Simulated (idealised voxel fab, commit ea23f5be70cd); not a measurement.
process module | voxel fin reveal
cross-section cut | 160 nm wide | cells 5 nm
A cross-section is a grid of square cells, given in bands from the top down. A band is one or more rows of cells.
Each band's line starts with the height of the band's top and of its bottom, in nm. Then come its materials from left to right, each with its width in nm. One material with "throughout" fills the band from edge to edge. "air" is empty space.
Height 0 is the level under which the wafer as received is all one material. The lowest band goes on downwards, as in "0 down".
A width such as "30 to 40" changes by the same amount from each row of cells to the next, from the band's top row to its bottom row.
"no change" after a step means that no cell of the cross-section changed.
closed voids: empty space of 8 cells or more with no open way to the top, each as width x height at its distance from the left edge, in nm
after a step's settings: what the simulator itself notes on the step
overlay nm, on a step with a mask: how far to the right of its planned place the mask lay; to the left if negative
Each pair below shows a cross-section before one step and the cross-section after it, down to the lowest band that changed. The line under each pair gives the step between them, with its settings. The pairs can come from different runs of this module on the same starting wafer, so a pair continues from the pair above only where its "before" says so.
before
  0 down: Si throughout
  closed voids: none
after
  5 to 0: SiN throughout
  below 0: unchanged
  closed voids: none
the step between: op CONFORMAL_DEP | material SiN | thk nm 5
before: the cross-section after the pair above
after
  5 to 0: air 50 | SiN 15 | air 30 | SiN 15 | air 50
  below 0: unchanged
  closed voids: none
the step between: op MASKED_ETCH | tone cover | mask id FINS | width nm 15 | pitch nm 45 | etch materials SiN | depth nm 5 | overlay nm 0
before: the cross-section after the pair above
after
  5 to 0: air 50 | SiN 15 | air 30 | SiN 15 | air 50
  0 to -30: air 50 | Si 15 | air 30 | Si 15 | air 50
  below -30: unchanged
  closed voids: none
the step between: op MASKED_ETCH | tone cover | mask id FINS | width nm 15 | pitch nm 45 | etch materials Si | depth nm 30 | overlay nm 0
before: the cross-section after the pair above
after
  5 to 0: air 50 | SiN 15 | air 30 | SiN 15 | air 50
  0 to -30: air 50 | SiO2 5 | Si 5 | SiO2 5 | air 30 | SiO2 5 | Si 5 | SiO2 5 | air 50
  -30 to -35: SiO2 55 | Si 5 | SiO2 40 | Si 5 | SiO2 55
  below -35: unchanged
  closed voids: none
the step between: op OXIDIZE | depth nm 5
before: the cross-section after the pair above
after
  15 to 5: SiO2 throughout
  5 to 0: SiO2 50 | SiN 15 | SiO2 30 | SiN 15 | SiO2 50
  0 to -35: SiO2 55 | Si 5 | SiO2 40 | Si 5 | SiO2 55
  below -35: unchanged
  closed voids: none
the step between: op FILL_DEP | material SiO2 | thk nm 10
before: the cross-section after the pair above
after
  5 to 0: SiO2 50 | SiN 15 | SiO2 30 | SiN 15 | SiO2 50
  below 0: unchanged
  closed voids: none
the step between: op CMP | height nm 5
before: the cross-section after the pair above
after
  5 to 0: air 50 | SiN 15 | air 30 | SiN 15 | air 50
  0 to -20: air 55 | Si 5 | air 40 | Si 5 | air 55
  below -20: unchanged
  closed voids: none
the step between: op SELECTIVE_ETCH | etch materials SiO2 | depth nm 25
before: the cross-section after the pair above
after
  0 to -20: air 55 | Si 5 | air 40 | Si 5 | air 55
  below -20: unchanged
  closed voids: none
the step between: op STRIP | etch materials SiN
before: the cross-section after the pair above
after
  5 to 0: air 50 | SiO2 15 | air 30 | SiO2 15 | air 50
  0 to -15: air 50 | SiO2 5 | Si 5 | SiO2 5 | air 30 | SiO2 5 | Si 5 | SiO2 5 | air 50
  -15 to -35: SiO2 55 | Si 5 | SiO2 40 | Si 5 | SiO2 55
  below -35: unchanged
  closed voids: none
the step between: op CONFORMAL_DEP | material SiO2 | thk nm 5
before
  0 down: Si throughout
  closed voids: none
after
  0 to -30: air 50 | Si 15 | air 30 | Si 15 | air 50
  below -30: unchanged
  closed voids: none
the step between: op MASKED_ETCH | tone cover | mask id FINS | width nm 15 | pitch nm 45 | etch materials Si | depth nm 30 | overlay nm 0
before: the cross-section after the pair above
after
  0 to -5: air 50 | SiO2 15 | air 30 | SiO2 15 | air 50
  -5 to -30: air 50 | SiO2 5 | Si 5 | SiO2 5 | air 30 | SiO2 5 | Si 5 | SiO2 5 | air 50
  -30 to -35: SiO2 55 | Si 5 | SiO2 40 | Si 5 | SiO2 55
  below -35: unchanged
  closed voids: none
the step between: op OXIDIZE | depth nm 5
before: the cross-section after the pair above
after
  10 to -5: SiO2 throughout
  -5 to -35: SiO2 55 | Si 5 | SiO2 40 | Si 5 | SiO2 55
  below -35: unchanged
  closed voids: none
the step between: op FILL_DEP | material SiO2 | thk nm 10
before: the cross-section after the pair above
after
  5 to -5: SiO2 throughout
  below -5: unchanged
  closed voids: none
the step between: op CMP | height nm 5
before: the cross-section after the pair above
after
  -5 to -20: air 55 | Si 5 | air 40 | Si 5 | air 55
  below -20: unchanged
  closed voids: none
the step between: op SELECTIVE_ETCH | etch materials SiO2 | depth nm 25
before: the cross-section after the pair above
after
  0 to -5: air 50 | SiO2 15 | air 30 | SiO2 15 | air 50
  -5 to -15: air 50 | SiO2 5 | Si 5 | SiO2 5 | air 30 | SiO2 5 | Si 5 | SiO2 5 | air 50
  -15 to -35: SiO2 55 | Si 5 | SiO2 40 | Si 5 | SiO2 55
  below -35: unchanged
  closed voids: none
the step between: op CONFORMAL_DEP | material SiO2 | thk nm 5
before
  5 to 0: air 50 | SiN 15 | air 30 | SiN 15 | air 50
  0 to -20: air 55 | Si 5 | air 40 | Si 5 | air 55
  -20 to -35: SiO2 55 | Si 5 | SiO2 40 | Si 5 | SiO2 55
  -35 down: Si throughout
  closed voids: none
after
  5 to 0: air 50 | SiN 15 | air 30 | SiN 15 | air 50
  0 to -35: air 55 | Si 5 | air 40 | Si 5 | air 55
  below -35: unchanged
  closed voids: none
the step between: op SELECTIVE_ETCH | etch materials SiO2 | depth nm 25
before: the cross-section after the pair above
after
  0 to -35: air 55 | Si 5 | air 40 | Si 5 | air 55
  below -35: unchanged
  closed voids: none
the step between: op STRIP | etch materials SiN
before: the cross-section after the pair above
after
  5 to 0: air 50 | SiO2 15 | air 30 | SiO2 15 | air 50
  0 to -30: air 50 | SiO2 5 | Si 5 | SiO2 5 | air 30 | SiO2 5 | Si 5 | SiO2 5 | air 50
  -30 to -35: SiO2 55 | Si 5 | SiO2 40 | Si 5 | SiO2 55
  below -35: unchanged
  closed voids: none
the step between: op CONFORMAL_DEP | material SiO2 | thk nm 5
before
  5 to 0: SiO2 50 | SiN 15 | SiO2 30 | SiN 15 | SiO2 50
  0 to -35: SiO2 55 | Si 5 | SiO2 40 | Si 5 | SiO2 55
  -35 down: Si throughout
  closed voids: none
after
  5 to 0: SiO2 50 | air 15 | SiO2 30 | air 15 | SiO2 50
  below 0: unchanged
  closed voids: none
the step between: op STRIP | etch materials SiN
before: the cross-section after the pair above
after
  0 to -20: air 55 | Si 5 | air 40 | Si 5 | air 55
  -20 to -25: SiO2 25 | air 30 | Si 5 | air 40 | Si 5 | air 30 | SiO2 25
  below -25: unchanged
  closed voids: none
the step between: op SELECTIVE_ETCH | etch materials SiO2 | depth nm 25
before: the cross-section after the pair above
after
  5 to 0: air 50 | SiO2 15 | air 30 | SiO2 15 | air 50
  0 to -15: air 50 | SiO2 5 | Si 5 | SiO2 5 | air 30 | SiO2 5 | Si 5 | SiO2 5 | air 50
  -15 to -20: SiO2 30 | air 20 | SiO2 5 | Si 5 | SiO2 5 | air 30 | SiO2 5 | Si 5 | SiO2 5 | air 20 | SiO2 30
  -20 to -35: SiO2 55 | Si 5 | SiO2 40 | Si 5 | SiO2 55
  below -35: unchanged
  closed voids: none
the step between: op CONFORMAL_DEP | material SiO2 | thk nm 5
before
  5 to 0: air 50 | SiN 15 | air 30 | SiN 15 | air 50
  0 down: Si throughout
  closed voids: none
after
  5 to 0: air 50 | SiN 15 | air 30 | SiN 15 | air 50
  0 to -20: air 50 | Si 15 | air 30 | Si 15 | air 50
  below -20: unchanged
  closed voids: none
the step between: op MASKED_ETCH | tone cover | mask id FINS | width nm 15 | pitch nm 45 | etch materials Si | depth nm 20 | overlay nm 0
before: the cross-section after the pair above
after
  5 to 0: air 50 | SiN 15 | air 30 | SiN 15 | air 50
  0 to -20: air 50 | SiO2 5 | Si 5 | SiO2 5 | air 30 | SiO2 5 | Si 5 | SiO2 5 | air 50
  -20 to -25: SiO2 55 | Si 5 | SiO2 40 | Si 5 | SiO2 55
  below -25: unchanged
  closed voids: none
the step between: op OXIDIZE | depth nm 5
before: the cross-section after the pair above
after
  15 to 5: SiO2 throughout
  5 to 0: SiO2 50 | SiN 15 | SiO2 30 | SiN 15 | SiO2 50
  0 to -25: SiO2 55 | Si 5 | SiO2 40 | Si 5 | SiO2 55
  below -25: unchanged
  closed voids: none
the step between: op FILL_DEP | material SiO2 | thk nm 10
before: the cross-section after the pair above
after
  5 to 0: SiO2 50 | SiN 15 | SiO2 30 | SiN 15 | SiO2 50
  below 0: unchanged
  closed voids: none
the step between: op CMP | height nm 5
before: the cross-section after the pair above
after
  5 to 0: air 50 | SiN 15 | air 30 | SiN 15 | air 50
  0 to -20: air 55 | Si 5 | air 40 | Si 5 | air 55
  below -20: unchanged
  closed voids: none
the step between: op SELECTIVE_ETCH | etch materials SiO2 | depth nm 25
before: the cross-section after the pair above
after
  0 to -20: air 55 | Si 5 | air 40 | Si 5 | air 55
  below -20: unchanged
  closed voids: none
the step between: op STRIP | etch materials SiN
before: the cross-section after the pair above
after
  5 to 0: air 50 | SiO2 15 | air 30 | SiO2 15 | air 50
  0 to -15: air 50 | SiO2 5 | Si 5 | SiO2 5 | air 30 | SiO2 5 | Si 5 | SiO2 5 | air 50
  -15 to -25: SiO2 55 | Si 5 | SiO2 40 | Si 5 | SiO2 55
  below -25: unchanged
  closed voids: none
the step between: op CONFORMAL_DEP | material SiO2 | thk nm 5
before
  5 to 0: air 50 | SiN 15 | air 30 | SiN 15 | air 50
  0 down: Si throughout
  closed voids: none
after
  5 to 0: air 50 | SiN 15 | air 30 | SiN 15 | air 50
  0 to -30: air 45 | Si 25 | air 20 | Si 25 | air 45
  below -30: unchanged
  closed voids: none
the step between: op MASKED_ETCH | tone cover | mask id FINS | width nm 25 | pitch nm 45 | etch materials Si | depth nm 30 | overlay nm 0
before: the cross-section after the pair above
after
  5 to 0: air 50 | SiN 15 | air 30 | SiN 15 | air 50
  0 to -5: air 45 | SiO2 10 | Si 5 | SiO2 10 | air 20 | SiO2 10 | Si 5 | SiO2 10 | air 45
  -5 to -30: air 45 | SiO2 5 | Si 15 | SiO2 5 | air 20 | SiO2 5 | Si 15 | SiO2 5 | air 45
  -30 to -35: SiO2 50 | Si 15 | SiO2 30 | Si 15 | SiO2 50
  below -35: unchanged
  closed voids: none
the step between: op OXIDIZE | depth nm 5
before: the cross-section after the pair above
after
  15 to 5: SiO2 throughout
  5 to 0: SiO2 50 | SiN 15 | SiO2 30 | SiN 15 | SiO2 50
  0 to -5: SiO2 55 | Si 5 | SiO2 40 | Si 5 | SiO2 55
  -5 to -35: SiO2 50 | Si 15 | SiO2 30 | Si 15 | SiO2 50
  below -35: unchanged
  closed voids: none
the step between: op FILL_DEP | material SiO2 | thk nm 10
before: the cross-section after the pair above
after
  5 to 0: SiO2 50 | SiN 15 | SiO2 30 | SiN 15 | SiO2 50
  below 0: unchanged
  closed voids: none
the step between: op CMP | height nm 5
before: the cross-section after the pair above
after
  5 to 0: air 50 | SiN 15 | air 30 | SiN 15 | air 50
  0 to -5: air 55 | Si 5 | air 40 | Si 5 | air 55
  -5 to -20: air 50 | Si 15 | air 30 | Si 15 | air 50
  below -20: unchanged
  closed voids: none
the step between: op SELECTIVE_ETCH | etch materials SiO2 | depth nm 25
before: the cross-section after the pair above
after
  0 to -5: air 55 | Si 5 | air 40 | Si 5 | air 55
  below -5: unchanged
  closed voids: none
the step between: op STRIP | etch materials SiN
before: the cross-section after the pair above
after
  5 to 0: air 50 | SiO2 15 | air 30 | SiO2 15 | air 50
  0 to -5: air 45 | SiO2 10 | Si 5 | SiO2 10 | air 20 | SiO2 10 | Si 5 | SiO2 10 | air 45
  -5 to -15: air 45 | SiO2 5 | Si 15 | SiO2 5 | air 20 | SiO2 5 | Si 15 | SiO2 5 | air 45
  -15 to -35: SiO2 50 | Si 15 | SiO2 30 | Si 15 | SiO2 50
  below -35: unchanged
  closed voids: none
the step between: op CONFORMAL_DEP | material SiO2 | thk nm 5
before
  5 to 0: air 50 | SiN 15 | air 30 | SiN 15 | air 50
  0 down: Si throughout
  closed voids: none
after
  5 to 0: air 50 | SiN 15 | air 30 | SiN 15 | air 50
  0 to -30: air 45 | Si 20 | air 25 | Si 20 | air 50
  below -30: unchanged
  closed voids: none
the step between: op MASKED_ETCH | tone cover | mask id FINS | width nm 15 | pitch nm 45 | etch materials Si | depth nm 30 | overlay nm -5
before: the cross-section after the pair above
after
  5 to 0: air 50 | SiN 15 | air 30 | SiN 15 | air 50
  0 to -5: air 45 | SiO2 10 | Si 5 | SiO2 5 | air 25 | SiO2 10 | Si 5 | SiO2 5 | air 50
  -5 to -30: air 45 | SiO2 5 | Si 10 | SiO2 5 | air 25 | SiO2 5 | Si 10 | SiO2 5 | air 50
  -30 to -35: SiO2 50 | Si 10 | SiO2 35 | Si 10 | SiO2 55
  below -35: unchanged
  closed voids: none
the step between: op OXIDIZE | depth nm 5
before: the cross-section after the pair above
after
  15 to 5: SiO2 throughout
  5 to 0: SiO2 50 | SiN 15 | SiO2 30 | SiN 15 | SiO2 50
  0 to -5: SiO2 55 | Si 5 | SiO2 40 | Si 5 | SiO2 55
  -5 to -35: SiO2 50 | Si 10 | SiO2 35 | Si 10 | SiO2 55
  below -35: unchanged
  closed voids: none
the step between: op FILL_DEP | material SiO2 | thk nm 10
before: the cross-section after the pair above
after
  5 to 0: SiO2 50 | SiN 15 | SiO2 30 | SiN 15 | SiO2 50
  below 0: unchanged
  closed voids: none
the step between: op CMP | height nm 5
before: the cross-section after the pair above
after
  5 to 0: air 50 | SiN 15 | air 30 | SiN 15 | air 50
  0 to -5: air 55 | Si 5 | air 40 | Si 5 | air 55
  -5 to -20: air 50 | Si 10 | air 35 | Si 10 | air 55
  below -20: unchanged
  closed voids: none
the step between: op SELECTIVE_ETCH | etch materials SiO2 | depth nm 25
before: the cross-section after the pair above
after
  0 to -5: air 55 | Si 5 | air 40 | Si 5 | air 55
  below -5: unchanged
  closed voids: none
the step between: op STRIP | etch materials SiN
before: the cross-section after the pair above
after
  5 to 0: air 50 | SiO2 15 | air 30 | SiO2 15 | air 50
  0 to -5: air 45 | SiO2 10 | Si 5 | SiO2 5 | air 25 | SiO2 10 | Si 5 | SiO2 5 | air 50
  -5 to -15: air 45 | SiO2 5 | Si 10 | SiO2 5 | air 25 | SiO2 5 | Si 10 | SiO2 5 | air 50
  -15 to -35: SiO2 50 | Si 10 | SiO2 35 | Si 10 | SiO2 55
  below -35: unchanged
  closed voids: none
the step between: op CONFORMAL_DEP | material SiO2 | thk nm 5
before
  5 to 0: air 50 | SiN 15 | air 30 | SiN 15 | air 50
  0 to -30: air 50 | SiO2 5 | Si 5 | SiO2 5 | air 30 | SiO2 5 | Si 5 | SiO2 5 | air 50
  -30 to -35: SiO2 55 | Si 5 | SiO2 40 | Si 5 | SiO2 55
  -35 down: Si throughout
  closed voids: none
after
  15 to 0: SiN throughout
  0 to -30: SiN 50 | SiO2 5 | Si 5 | SiO2 5 | SiN 30 | SiO2 5 | Si 5 | SiO2 5 | SiN 50
  below -30: unchanged
  closed voids: none
the step between: op FILL_DEP | material SiN | thk nm 10
before: the cross-section after the pair above
after
  5 to 0: SiN throughout
  below 0: unchanged
  closed voids: none
the step between: op CMP | height nm 5
before: the cross-section after the pair above
after
  0 to -30: air 50 | SiO2 5 | Si 5 | SiO2 5 | air 30 | SiO2 5 | Si 5 | SiO2 5 | air 50
  below -30: unchanged
  closed voids: none
the step between: op STRIP | etch materials SiN
before: the cross-section after the pair above
after
  5 to 0: air 45 | SiO2 25 | air 20 | SiO2 25 | air 45
  0 to -25: air 45 | SiO2 10 | Si 5 | SiO2 10 | air 20 | SiO2 10 | Si 5 | SiO2 10 | air 45
  -25 to -35: SiO2 55 | Si 5 | SiO2 40 | Si 5 | SiO2 55
  below -35: unchanged
  closed voids: none
the step between: op CONFORMAL_DEP | material SiO2 | thk nm 5
before
  5 to 0: SiN throughout
  0 down: Si throughout
  closed voids: none
after
  5 to 0: SiN 50 | air 15 | SiN 30 | air 15 | SiN 50
  below 0: unchanged
  closed voids: none
the step between: op MASKED_ETCH | tone open | mask id FINS | width nm 15 | pitch nm 45 | etch materials SiN | depth nm 5 | overlay nm 0
before: the cross-section after the pair above
after
  5 to 0: SiN 50 | air 15 | SiN 30 | air 15 | SiN 50
  0 to -5: Si 45 | SiO2 25 | Si 20 | SiO2 25 | Si 45
  below -5: unchanged
  closed voids: none
the step between: op OXIDIZE | depth nm 5
before: the cross-section after the pair above
after
  15 to 5: SiO2 throughout
  5 to 0: SiN 50 | SiO2 15 | SiN 30 | SiO2 15 | SiN 50
  below 0: unchanged
  closed voids: none
the step between: op FILL_DEP | material SiO2 | thk nm 10
before: the cross-section after the pair above
after
  5 to 0: SiN 50 | SiO2 15 | SiN 30 | SiO2 15 | SiN 50
  below 0: unchanged
  closed voids: none
the step between: op CMP | height nm 5
before: the cross-section after the pair above
after
  5 to 0: SiN 50 | air 15 | SiN 30 | air 15 | SiN 50
  0 to -5: Si 45 | air 25 | Si 20 | air 25 | Si 45
  below -5: unchanged
  closed voids: none
the step between: op SELECTIVE_ETCH | etch materials SiO2 | depth nm 25
before: the cross-section after the pair above
after
  0 to -5: Si 45 | air 25 | Si 20 | air 25 | Si 45
  below -5: unchanged
  closed voids: none
the step between: op STRIP | etch materials SiN
before: the cross-section after the pair above
after
  5 to 0: SiO2 50 | air 15 | SiO2 30 | air 15 | SiO2 50
  0 to -5: Si 45 | SiO2 25 | Si 20 | SiO2 25 | Si 45
  below -5: unchanged
  closed voids: none
the step between: op CONFORMAL_DEP | material SiO2 | thk nm 5
